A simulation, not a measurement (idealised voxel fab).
The following is a process module called voxel self aligned contacts.
Square cell edge 5 nm, section width 175 nm, ID cut.
Throughout this document, each cross-section is represented as a grid of square cells and is presented as a sequence of bands enumerated from the top downward, where a band comprises one or more rows of cells.
Band: top and bottom heights (nm) first, top before bottom; then materials from left to right, widths in nm. "all across" marks a sole material filling the band edge to edge. "blank" denotes empty space.
Height datum 0, below which the as-received substrate wafer is one material. Lowest band open at the bottom, running downward: "0 and below".
A two-number width, for instance "30->40", indicates that the width is equal to the first number in the top row of the band and to the second number in the bottom row, and that it changes by a constant amount per row of cells.
No cell of the cross-section changed in a step that is given as "nothing different".
The entry "Sealed void list" lists the empty spaces that cover at least 8 cells and have no open path to the top. Each is written as width x height at distance, where the distance is measured from the left edge and all three values are in nm.
Heads up: the bit after the settings on a step's line is the simulator's remark on that step.
"overlay nm" answers the question of how far to the right of plan the mask lay on a step that has a mask, and when it is negative the answer is to the left.

### Planned step list for the process
| 1 | RECEIVE [material Si] |
| 2 | CONFORMAL_DEP [material SiO2] [thk nm 5] |
| 3 | DIRECTIONAL_DEP [material polySi] [thk nm 25] |
| 4 | DIRECTIONAL_DEP [material SiN] [thk nm 15] |
| 5 | DIRECTIONAL_DEP [material aC] [thk nm 10] |
| 6 | PATTERN [tone cover] [mask id GATE] [material resist] [width nm 30] [pitch nm 60] [thk nm 30] [overlay nm 0] |
| 7 | DIRECTIONAL_ETCH [etch materials aC] [depth nm 10] |
| 8 | STRIP [etch materials resist] |
| 9 | DIRECTIONAL_ETCH [etch materials SiN] [depth nm 15] |
| 10 | DIRECTIONAL_ETCH [etch materials polySi] [depth nm 25] |
| 11 | STRIP [etch materials aC] |
| 12 | CONFORMAL_DEP [material SiN] [thk nm 5] |
| 13 | DIRECTIONAL_ETCH [etch materials SiN] [depth nm 5] |
| 14 | FILL_DEP [material SiO2] [thk nm 15] |
| 15 | CMP [height nm 55] |
| 16 | DIRECTIONAL_DEP [material aC] [thk nm 10] |
| 17 | PATTERN [tone open] [mask id CONTACT] [material resist] [width nm 40] [thk nm 30] [overlay nm 0] |
| 18 | DIRECTIONAL_ETCH [etch materials aC] [depth nm 10] |
| 19 | STRIP [etch materials resist] |
| 20 | DIRECTIONAL_ETCH [etch materials SiO2] [depth nm 55] |
| 21 | STRIP [etch materials aC] |
| 22 | CONFORMAL_DEP [material TiN] [thk nm 5] |
| 23 | FILL_DEP [material Ru] [thk nm 5] |
| 24 | CMP [height nm 55] |
| 25 | CONFORMAL_DEP [material SiCN] [thk nm 5] |

### As received (post step 1): cross-section
> 0 and below | Si all across
> Sealed void list: none

### Sectioned view, first of two wafers, at the close of the module, processed as intended in the plan
> 60 down to 55 | SiCN all across
> 55 down to 45 | SiO2 65 | TiN 5->15 | Ru 30->10 | TiN 5->15 | SiO2 70
> 45 down to 30 | SiO2 35 | SiN 40 | TiN 5 | Ru 10 | TiN 5 | SiN 40 | SiO2 40
> 30 down to 5 | SiO2 35 | SiN 5 | polySi 30 | SiN 5 | TiN 5 | Ru 10 | TiN 5 | SiN 5 | polySi 30 | SiN 5 | SiO2 40
> 5 down to 0 | SiO2 75 | TiN 20 | SiO2 80
> 0 and below | Si all across
> Sealed void list: none

### Second wafer through the module, sectioned at the end: same beginning and same plan as the first wafer, with one mistake in carrying it out
> 60 down to 55 | SiCN all across
> 55 down to 45 | SiO2 65 | TiN 5->20 | Ru 30->10 | TiN 5->10 | SiO2 70
> 45 down to 30 | SiO2 40 | SiN 40 | TiN 5 | Ru 10 | TiN 5 | SiN 40 | SiO2 35
> 30 down to 5 | SiO2 40 | SiN 5 | polySi 30 | SiN 5 | TiN 5 | Ru 10 | TiN 5 | SiN 5 | polySi 30 | SiN 5 | SiO2 35
> 5 down to 0 | SiO2 80 | TiN 20 | SiO2 75
> 0 and below | Si all across
> Sealed void list: none
Error vs. plan: step 6 did not happen as planned, as run it was PATTERN [tone cover] [mask id GATE] [material resist] [width nm 30] [pitch nm 60] [thk nm 30] [overlay nm 5]
Tallied in cells, the final second wafer holds each material in the same quantity as the first, although not at the same places.
